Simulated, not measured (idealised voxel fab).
process module | voxel wiring stack
cross-section cut | 260 nm wide | cells 5 nm
A cross-section is a grid of square cells, given in bands from the top down. A band is one or more rows of cells.
Each band's line starts with the height of the band's top and of its bottom, in nm. Then come its materials from left to right, each with its width in nm. One material with "throughout" fills the band from edge to edge. "air" is empty space.
Height 0 is the level under which the wafer as received is all one material. The lowest band goes on downwards, as in "0 down".
A width such as "30 to 40" changes by the same amount from each row of cells to the next, from the band's top row to its bottom row.
"no change" after a step means that no cell of the cross-section changed.
closed voids: empty space of 8 cells or more with no open way to the top, each as width x height at its distance from the left edge, in nm
after a step's settings: what the simulator itself notes on the step
overlay nm, on a step with a mask: how far to the right of its planned place the mask lay; to the left if negative
plan
1 op RECEIVE | material Si
2 op CONFORMAL_DEP | material SiO2 | thk nm 15
3 op CONFORMAL_DEP | material SiCN | thk nm 5
4 op DIRECTIONAL_DEP | material lowk | thk nm 15
5 op DIRECTIONAL_DEP | material aC | thk nm 10
6 op PATTERN | tone open | mask id METAL_1 | material resist | width nm 20 | pitch nm 40 | thk nm 25 | overlay nm 0
7 op DIRECTIONAL_ETCH | etch materials aC | depth nm 10
8 op STRIP | etch materials resist
9 op DIRECTIONAL_ETCH | etch materials lowk | depth nm 15
10 op DIRECTIONAL_ETCH | etch materials SiCN | depth nm 5
11 op STRIP | etch materials aC
12 op CONFORMAL_DEP | material TiN | thk nm 5
13 op FILL_DEP | material Cu | thk nm 5
14 op CMP | height nm 35
15 op EPI | material Ru | thk nm 5
16 op FILL_DEP | material SiCN | thk nm 5
17 op DIRECTIONAL_DEP | material SiO2 | thk nm 15
18 op DIRECTIONAL_DEP | material aC | thk nm 15
19 op PATTERN | tone open | mask id PLUG_1 | material resist | width nm 15 | pitch nm 40 | thk nm 30 | overlay nm 0
20 op DIRECTIONAL_ETCH | etch materials aC | depth nm 15
21 op STRIP | etch materials resist
22 op DIRECTIONAL_ETCH | etch materials SiO2 | depth nm 15
23 op DIRECTIONAL_ETCH | etch materials SiCN | depth nm 5
24 op STRIP | etch materials aC
25 op EPI | material Ru | thk nm 10
26 op EPI | material Ru | thk nm 10
27 op CONFORMAL_DEP | material SiCN | thk nm 5
28 op DIRECTIONAL_DEP | material lowk | thk nm 20
29 op PATTERN | tone open | mask id METAL_2 | material resist | width nm 20 | pitch nm 40 | thk nm 15 | overlay nm 0
30 op DIRECTIONAL_ETCH | etch materials lowk | depth nm 20
31 op DIRECTIONAL_ETCH | etch materials SiCN | depth nm 5
32 op STRIP | etch materials resist
33 op CONFORMAL_DEP | material TiN | thk nm 5
34 op FILL_DEP | material W | thk nm 5
35 op CMP | height nm 85
36 op CONFORMAL_DEP | material SiCN | thk nm 5
37 op DIRECTIONAL_DEP | material lowk | thk nm 30
38 op MASKED_ETCH | tone open | mask id METAL_3 | width nm 20 | pitch nm 40 | etch materials lowk | depth nm 15 | overlay nm 0
39 op MASKED_ETCH | tone open | mask id METAL_3_HOLES | width nm 15 | pitch nm 40 | etch materials lowk | depth nm 15 | overlay nm 0
40 op MASKED_ETCH | tone open | mask id METAL_3_HOLES | width nm 15 | pitch nm 40 | etch materials SiCN | depth nm 5 | overlay nm 0
41 op CONFORMAL_DEP | material TiN | thk nm 5
42 op FILL_DEP | material Cu | thk nm 5
43 op CMP | height nm 120
44 op CONFORMAL_DEP | material SiCN | thk nm 5
45 op DIRECTIONAL_DEP | material SiO2 | thk nm 20
46 op MASKED_ETCH | tone open | mask id PLUG_3 | width nm 15 | pitch nm 40 | etch materials SiO2 | depth nm 20 | overlay nm 0
47 op MASKED_ETCH | tone open | mask id PLUG_3 | width nm 15 | pitch nm 40 | etch materials SiCN | depth nm 5 | overlay nm 0
48 op EPI | material Ru | thk nm 10
49 op EPI | material Ru | thk nm 10
50 op EPI | material Ru | thk nm 5
51 op DIRECTIONAL_DEP | material TiN | thk nm 5
52 op DIRECTIONAL_DEP | material W | thk nm 25
53 op MASKED_ETCH | tone cover | mask id METAL_4 | width nm 20 | pitch nm 40 | etch materials W | depth nm 25 | overlay nm 0
54 op MASKED_ETCH | tone cover | mask id METAL_4 | width nm 20 | pitch nm 40 | etch materials TiN | depth nm 5 | overlay nm 0
55 op CONFORMAL_DEP | material SiCN | thk nm 5
56 op FILL_DEP | material SiO2 | thk nm 5
57 op CMP | height nm 175
58 op CONFORMAL_DEP | material SiCN | thk nm 5
first wafer, as planned
as received, after step 1
  0 down: Si throughout
  closed voids: none
after step 2
  15 to 0: SiO2 throughout
  below 0: unchanged
after step 3
  20 to 15: SiCN throughout
  below 15: unchanged
after step 4
  35 to 20: lowk throughout
  below 20: unchanged
after step 5
  45 to 35: aC throughout
  below 35: unchanged
after step 6
  70 to 45: resist 80 | air 20 | resist 20 | air 20 | resist 20 | air 20 | resist 80
  below 45: unchanged
after step 7
  60 to 45: resist 80 | air 20 | resist 20 | air 20 | resist 20 | air 20 | resist 80
  45 to 35: aC 80 | air 20 | aC 20 | air 20 | aC 20 | air 20 | aC 80
  below 35: unchanged
after step 8
  45 to 35: aC 80 | air 20 | aC 20 | air 20 | aC 20 | air 20 | aC 80
  below 35: unchanged
after step 9
  45 to 35: aC 80 | air 20 | aC 20 | air 20 | aC 20 | air 20 | aC 80
  35 to 20: lowk 80 | air 20 | lowk 20 | air 20 | lowk 20 | air 20 | lowk 80
  below 20: unchanged
after step 10
  45 to 35: aC 80 | air 20 | aC 20 | air 20 | aC 20 | air 20 | aC 80
  35 to 20: lowk 80 | air 20 | lowk 20 | air 20 | lowk 20 | air 20 | lowk 80
  20 to 15: SiCN 80 | air 20 | SiCN 20 | air 20 | SiCN 20 | air 20 | SiCN 80
  below 15: unchanged
after step 11
  35 to 20: lowk 80 | air 20 | lowk 20 | air 20 | lowk 20 | air 20 | lowk 80
  below 20: unchanged
after step 12
  40 to 35: TiN 85 | air 10 | TiN 30 | air 10 | TiN 30 | air 10 | TiN 85
  35 to 20: lowk 80 | TiN 5 | air 10 | TiN 5 | lowk 20 | TiN 5 | air 10 | TiN 5 | lowk 20 | TiN 5 | air 10 | TiN 5 | lowk 80
  20 to 15: SiCN 80 | TiN 20 | SiCN 20 | TiN 20 | SiCN 20 | TiN 20 | SiCN 80
  below 15: unchanged
after step 13
  45 to 40: Cu throughout
  40 to 35: TiN 85 | Cu 10 | TiN 30 | Cu 10 | TiN 30 | Cu 10 | TiN 85
  35 to 20: lowk 80 | TiN 5 | Cu 10 | TiN 5 | lowk 20 | TiN 5 | Cu 10 | TiN 5 | lowk 20 | TiN 5 | Cu 10 | TiN 5 | lowk 80
  below 20: unchanged
after step 14
  35 to 20: lowk 80 | TiN 5 | Cu 10 | TiN 5 | lowk 20 | TiN 5 | Cu 10 | TiN 5 | lowk 20 | TiN 5 | Cu 10 | TiN 5 | lowk 80
  below 20: unchanged
after step 15
  40 to 35: air 75 | Ru 30 | air 10 | Ru 30 | air 10 | Ru 30 | air 75
  below 35: unchanged
after step 16
  45 to 40: SiCN throughout
  40 to 35: SiCN 75 | Ru 30 | SiCN 10 | Ru 30 | SiCN 10 | Ru 30 | SiCN 75
  below 35: unchanged
after step 17
  60 to 45: SiO2 throughout
  below 45: unchanged
after step 18
  75 to 60: aC throughout
  below 60: unchanged
after step 19
  105 to 75: resist 80 | air 15 | resist 25 | air 15 | resist 25 | air 15 | resist 85
  below 75: unchanged
after step 20
  90 to 75: resist 80 | air 15 | resist 25 | air 15 | resist 25 | air 15 | resist 85
  75 to 60: aC 80 | air 15 | aC 25 | air 15 | aC 25 | air 15 | aC 85
  below 60: unchanged
after step 21
  75 to 60: aC 80 | air 15 | aC 25 | air 15 | aC 25 | air 15 | aC 85
  below 60: unchanged
after step 22
  75 to 60: aC 80 | air 15 | aC 25 | air 15 | aC 25 | air 15 | aC 85
  60 to 45: SiO2 80 | air 15 | SiO2 25 | air 15 | SiO2 25 | air 15 | SiO2 85
  below 45: unchanged
after step 23
  75 to 60: aC 80 | air 15 | aC 25 | air 15 | aC 25 | air 15 | aC 85
  60 to 45: SiO2 80 | air 15 | SiO2 25 | air 15 | SiO2 25 | air 15 | SiO2 85
  45 to 40: SiCN 80 | air 15 | SiCN 25 | air 15 | SiCN 25 | air 15 | SiCN 85
  below 40: unchanged
after step 24
  60 to 45: SiO2 80 | air 15 | SiO2 25 | air 15 | SiO2 25 | air 15 | SiO2 85
  below 45: unchanged
after step 25
  60 to 50: SiO2 80 | air 15 | SiO2 25 | air 15 | SiO2 25 | air 15 | SiO2 85
  50 to 45: SiO2 80 | Ru 15 | SiO2 25 | Ru 15 | SiO2 25 | Ru 15 | SiO2 85
  45 to 35: SiCN 80 to 75 | Ru 15 to 30 | SiCN 25 to 10 | Ru 15 to 30 | SiCN 25 to 10 | Ru 15 to 30 | SiCN 85 to 75
  below 35: unchanged
after step 26
  60 to 45: SiO2 80 | Ru 15 | SiO2 25 | Ru 15 | SiO2 25 | Ru 15 | SiO2 85
  below 45: unchanged
after step 27
  65 to 60: SiCN throughout
  below 60: unchanged
after step 28
  85 to 65: lowk throughout
  below 65: unchanged
after step 29
  100 to 85: resist 80 | air 20 | resist 20 | air 20 | resist 20 | air 20 | resist 80
  below 85: unchanged
after step 30
  100 to 85: resist 80 | air 20 | resist 20 | air 20 | resist 20 | air 20 | resist 80
  85 to 65: lowk 80 | air 20 | lowk 20 | air 20 | lowk 20 | air 20 | lowk 80
  below 65: unchanged
after step 31
  100 to 85: resist 80 | air 20 | resist 20 | air 20 | resist 20 | air 20 | resist 80
  85 to 65: lowk 80 | air 20 | lowk 20 | air 20 | lowk 20 | air 20 | lowk 80
  65 to 60: SiCN 80 | air 20 | SiCN 20 | air 20 | SiCN 20 | air 20 | SiCN 80
  below 60: unchanged
after step 32
  85 to 65: lowk 80 | air 20 | lowk 20 | air 20 | lowk 20 | air 20 | lowk 80
  below 65: unchanged
after step 33
  90 to 85: TiN 85 | air 10 | TiN 30 | air 10 | TiN 30 | air 10 | TiN 85
  85 to 65: lowk 80 | TiN 5 | air 10 | TiN 5 | lowk 20 | TiN 5 | air 10 | TiN 5 | lowk 20 | TiN 5 | air 10 | TiN 5 | lowk 80
  65 to 60: SiCN 80 | TiN 20 | SiCN 20 | TiN 20 | SiCN 20 | TiN 20 | SiCN 80
  below 60: unchanged
after step 34
  95 to 90: W throughout
  90 to 85: TiN 85 | W 10 | TiN 30 | W 10 | TiN 30 | W 10 | TiN 85
  85 to 65: lowk 80 | TiN 5 | W 10 | TiN 5 | lowk 20 | TiN 5 | W 10 | TiN 5 | lowk 20 | TiN 5 | W 10 | TiN 5 | lowk 80
  below 65: unchanged
after step 35
  85 to 65: lowk 80 | TiN 5 | W 10 | TiN 5 | lowk 20 | TiN 5 | W 10 | TiN 5 | lowk 20 | TiN 5 | W 10 | TiN 5 | lowk 80
  below 65: unchanged
after step 36
  90 to 85: SiCN throughout
  below 85: unchanged
after step 37
  120 to 90: lowk throughout
  below 90: unchanged
after step 38
  120 to 105: lowk 80 | air 20 | lowk 20 | air 20 | lowk 20 | air 20 | lowk 80
  below 105: unchanged
after step 39
  120 to 105: lowk 80 | air 20 | lowk 20 | air 20 | lowk 20 | air 20 | lowk 80
  105 to 90: lowk 80 | air 15 | lowk 25 | air 15 | lowk 25 | air 15 | lowk 85
  below 90: unchanged
after step 40
  120 to 105: lowk 80 | air 20 | lowk 20 | air 20 | lowk 20 | air 20 | lowk 80
  105 to 90: lowk 80 | air 15 | lowk 25 | air 15 | lowk 25 | air 15 | lowk 85
  90 to 85: SiCN 80 | air 15 | SiCN 25 | air 15 | SiCN 25 | air 15 | SiCN 85
  below 85: unchanged
after step 41
  125 to 120: TiN 85 | air 10 | TiN 30 | air 10 | TiN 30 | air 10 | TiN 85
  120 to 110: lowk 80 | TiN 5 | air 10 | TiN 5 | lowk 20 | TiN 5 | air 10 | TiN 5 | lowk 20 | TiN 5 | air 10 | TiN 5 | lowk 80
  110 to 105: lowk 80 | TiN 5 | air 5 | TiN 10 | lowk 20 | TiN 5 | air 5 | TiN 10 | lowk 20 | TiN 5 | air 5 | TiN 10 | lowk 80
  105 to 90: lowk 80 | TiN 5 | air 5 | TiN 5 | lowk 25 | TiN 5 | air 5 | TiN 5 | lowk 25 | TiN 5 | air 5 | TiN 5 | lowk 85
  90 to 85: SiCN 80 | TiN 15 | SiCN 25 | TiN 15 | SiCN 25 | TiN 15 | SiCN 85
  below 85: unchanged
after step 42
  130 to 125: Cu throughout
  125 to 120: TiN 85 | Cu 10 | TiN 30 | Cu 10 | TiN 30 | Cu 10 | TiN 85
  120 to 110: lowk 80 | TiN 5 | Cu 10 | TiN 5 | lowk 20 | TiN 5 | Cu 10 | TiN 5 | lowk 20 | TiN 5 | Cu 10 | TiN 5 | lowk 80
  110 to 105: lowk 80 | TiN 5 | Cu 5 | TiN 10 | lowk 20 | TiN 5 | Cu 5 | TiN 10 | lowk 20 | TiN 5 | Cu 5 | TiN 10 | lowk 80
  105 to 90: lowk 80 | TiN 5 | Cu 5 | TiN 5 | lowk 25 | TiN 5 | Cu 5 | TiN 5 | lowk 25 | TiN 5 | Cu 5 | TiN 5 | lowk 85
  below 90: unchanged
after step 43
  120 to 110: lowk 80 | TiN 5 | Cu 10 | TiN 5 | lowk 20 | TiN 5 | Cu 10 | TiN 5 | lowk 20 | TiN 5 | Cu 10 | TiN 5 | lowk 80
  below 110: unchanged
after step 44
  125 to 120: SiCN throughout
  below 120: unchanged
after step 45
  145 to 125: SiO2 throughout
  below 125: unchanged
after step 46
  145 to 125: SiO2 80 | air 15 | SiO2 25 | air 15 | SiO2 25 | air 15 | SiO2 85
  below 125: unchanged
after step 47
  145 to 125: SiO2 80 | air 15 | SiO2 25 | air 15 | SiO2 25 | air 15 | SiO2 85
  125 to 120: SiCN 80 | air 15 | SiCN 25 | air 15 | SiCN 25 | air 15 | SiCN 85
  below 120: unchanged
after step 48
  145 to 130: SiO2 80 | air 15 | SiO2 25 | air 15 | SiO2 25 | air 15 | SiO2 85
  130 to 125: SiO2 80 | Ru 15 | SiO2 25 | Ru 15 | SiO2 25 | Ru 15 | SiO2 85
  125 to 120: SiCN 80 | Ru 15 | SiCN 25 | Ru 15 | SiCN 25 | Ru 15 | SiCN 85
  below 120: unchanged
after step 49
  145 to 140: SiO2 80 | air 15 | SiO2 25 | air 15 | SiO2 25 | air 15 | SiO2 85
  140 to 125: SiO2 80 | Ru 15 | SiO2 25 | Ru 15 | SiO2 25 | Ru 15 | SiO2 85
  below 125: unchanged
after step 50
  145 to 125: SiO2 80 | Ru 15 | SiO2 25 | Ru 15 | SiO2 25 | Ru 15 | SiO2 85
  below 125: unchanged
after step 51
  150 to 145: TiN throughout
  below 145: unchanged
after step 52
  175 to 150: W throughout
  below 150: unchanged
after step 53
  175 to 150: air 80 | W 20 | air 20 | W 20 | air 20 | W 20 | air 80
  below 150: unchanged
after step 54
  175 to 150: air 80 | W 20 | air 20 | W 20 | air 20 | W 20 | air 80
  150 to 145: air 80 | TiN 20 | air 20 | TiN 20 | air 20 | TiN 20 | air 80
  below 145: unchanged
after step 55
  180 to 175: air 75 | SiCN 30 | air 10 | SiCN 30 | air 10 | SiCN 30 | air 75
  175 to 150: air 75 | SiCN 5 | W 20 | SiCN 5 | air 10 | SiCN 5 | W 20 | SiCN 5 | air 10 | SiCN 5 | W 20 | SiCN 5 | air 75
  150 to 145: SiCN 80 | TiN 20 | SiCN 20 | TiN 20 | SiCN 20 | TiN 20 | SiCN 80
  below 145: unchanged
after step 56
  185 to 180: SiO2 throughout
  180 to 175: SiO2 75 | SiCN 30 | SiO2 10 | SiCN 30 | SiO2 10 | SiCN 30 | SiO2 75
  175 to 150: SiO2 75 | SiCN 5 | W 20 | SiCN 5 | SiO2 10 | SiCN 5 | W 20 | SiCN 5 | SiO2 10 | SiCN 5 | W 20 | SiCN 5 | SiO2 75
  below 150: unchanged
after step 57
  175 to 150: SiO2 75 | SiCN 5 | W 20 | SiCN 5 | SiO2 10 | SiCN 5 | W 20 | SiCN 5 | SiO2 10 | SiCN 5 | W 20 | SiCN 5 | SiO2 75
  below 150: unchanged
after step 58
  180 to 175: SiCN throughout
  below 175: unchanged
second wafer: like start, like plan, one mistake. Through step 50 it matches the first wafer
when step 51 should have ended: no change
when step 52 should have ended
  170 to 145: W throughout
  below 145: unchanged
when step 53 should have ended
  170 to 145: air 80 | W 20 | air 20 | W 20 | air 20 | W 20 | air 80
  below 145: unchanged
when step 54 should have ended: no change
when step 55 should have ended
  175 to 170: air 75 | SiCN 30 | air 10 | SiCN 30 | air 10 | SiCN 30 | air 75
  170 to 150: air 75 | SiCN 5 | W 20 | SiCN 5 | air 10 | SiCN 5 | W 20 | SiCN 5 | air 10 | SiCN 5 | W 20 | SiCN 5 | air 75
  150 to 145: SiCN 80 | W 20 | SiCN 20 | W 20 | SiCN 20 | W 20 | SiCN 80
  below 145: unchanged
when step 56 should have ended
  180 to 175: SiO2 throughout
  175 to 170: SiO2 75 | SiCN 30 | SiO2 10 | SiCN 30 | SiO2 10 | SiCN 30 | SiO2 75
  170 to 150: SiO2 75 | SiCN 5 | W 20 | SiCN 5 | SiO2 10 | SiCN 5 | W 20 | SiCN 5 | SiO2 10 | SiCN 5 | W 20 | SiCN 5 | SiO2 75
  below 150: unchanged
when step 57 should have ended
  175 to 170: SiO2 75 | SiCN 30 | SiO2 10 | SiCN 30 | SiO2 10 | SiCN 30 | SiO2 75
  below 170: unchanged
when step 58 should have ended
  180 to 175: SiCN throughout
  below 175: unchanged
what went wrong: step 51 was left out
at the end the second wafer has, in cells: 12 more of SiCN | 12 fewer of TiN
